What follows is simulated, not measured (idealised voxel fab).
The following process module bears the name voxel tone inversion.
In the cross-section labelled cut, the width is 270 nm and each square cell is 5 nm.
Each cross-section below is a grid of square cells, stated as bands in top-down order, with one or more rows of cells making up each band. Look at the band entry: it leads with the top's height and the bottom's height in nm. Then it lists the materials left to right, with a width in nm for each. The word "all across" on a single material says that material fills the band edge to edge. The word "empty" is empty space. Heights are reckoned from 0. Under this level, the received wafer is all of one material. The bottommost band is open-ended downward, for example "0 and below". The notation "30..40" denotes a width that varies across the rows of cells in the band, beginning at the first number in the top row, finishing at the second number in the bottom row, and changing by an identical amount from each row to the next. "left unchanged" means the step left every cell of the cross-section as it was. Empty spaces without an open route to the top, at least 8 cells in extent, make up the entry "Sealed void listing"; each is given as width x height at distance, where the distance is measured from the left edge, and all are in nm. Post-settings text on a step line: simulator's own remark regarding the step. overlay nm: how far to the right of its planned place the mask lay on this masked step (negative: to the left).

[So here's the lineup of process steps we planned]
step 1: RECEIVE: material Si
step 2: CONFORMAL_DEP: material SiCN, thk nm 5
step 3: DIRECTIONAL_DEP: material aC, thk nm 15
step 4: PATTERN: tone cover, mask id POSTS, material resist, width nm 25, pitch nm 55, thk nm 20, overlay nm 0
step 5: DIRECTIONAL_ETCH: etch materials aC, depth nm 15
step 6: STRIP: etch materials resist
step 7: FILL_DEP: material lowk, thk nm 5
step 8: CMP: height nm 20
step 9: STRIP: etch materials aC

[The first of the two wafers, which ran as planned]

[as received, after step 1]
> 0 and below  Si all across
> Sealed void listing: none

[The following cross-section depicts the wafer upon completion of step 2]
> 5 down to 0  SiCN all across
> No changes below 0.

[The following cross-section depicts the wafer upon completion of step 3]
> 20 down to 5  aC all across
> No changes below 5.

[The following cross-section depicts the wafer upon completion of step 4]
> 40 down to 20  empty=65; resist=25; empty=30; resist=25; empty=30; resist=25; empty=70
> No changes below 20.

[The following cross-section depicts the wafer upon completion of step 5]
> 25 down to 20  empty=65; resist=25; empty=30; resist=25; empty=30; resist=25; empty=70
> 20 down to 5  empty=65; aC=25; empty=30; aC=25; empty=30; aC=25; empty=70
> No changes below 5.

[The following cross-section depicts the wafer upon completion of step 6]
> 20 down to 5  empty=65; aC=25; empty=30; aC=25; empty=30; aC=25; empty=70
> No changes below 5.

[The following cross-section depicts the wafer upon completion of step 7]
> 25 down to 20  lowk all across
> 20 down to 5  lowk=65; aC=25; lowk=30; aC=25; lowk=30; aC=25; lowk=70
> No changes below 5.

[The following cross-section depicts the wafer upon completion of step 8]
> 20 down to 5  lowk=65; aC=25; lowk=30; aC=25; lowk=30; aC=25; lowk=70
> No changes below 5.

[The following cross-section depicts the wafer upon completion of step 9]
> 20 down to 5  lowk=65; empty=25; lowk=30; empty=25; lowk=30; empty=25; lowk=70
> No changes below 5.

[Regarding the second of the two wafers: it shared the first wafer's starting condition and process plan, yet one error occurred during its execution. Its history coincides with that of the first wafer up to and including step 3]

[X-section, second wafer, when step 4 was due to finish]
> 40 down to 20  resist=65; empty=25; resist=30; empty=25; resist=30; empty=25; resist=70
> No changes below 20.

[X-section, second wafer, when step 5 was due to finish]
> 25 down to 20  resist=65; empty=25; resist=30; empty=25; resist=30; empty=25; resist=70
> 20 down to 5  aC=65; empty=25; aC=30; empty=25; aC=30; empty=25; aC=70
> No changes below 5.

[X-section, second wafer, when step 6 was due to finish]
> 20 down to 5  aC=65; empty=25; aC=30; empty=25; aC=30; empty=25; aC=70
> No changes below 5.

[X-section, second wafer, when step 7 was due to finish]
> 25 down to 20  lowk all across
> 20 down to 5  aC=65; lowk=25; aC=30; lowk=25; aC=30; lowk=25; aC=70
> No changes below 5.

[X-section, second wafer, when step 8 was due to finish]
> 20 down to 5  aC=65; lowk=25; aC=30; lowk=25; aC=30; lowk=25; aC=70
> No changes below 5.

[X-section, second wafer, when step 9 was due to finish]
> 20 down to 5  empty=65; lowk=25; empty=30; lowk=25; empty=30; lowk=25; empty=70
> No changes below 5.
In executing the process, a mistake was made relative to the plan: the process deviated at step 4: the operation and settings actually run there were PATTERN: tone open, mask id POSTS, material resist, width nm 25, pitch nm 55, thk nm 20, overlay nm 0
Per the end-of-run cell counts, the second wafer holds more or fewer of some materials than the first: lowk -72
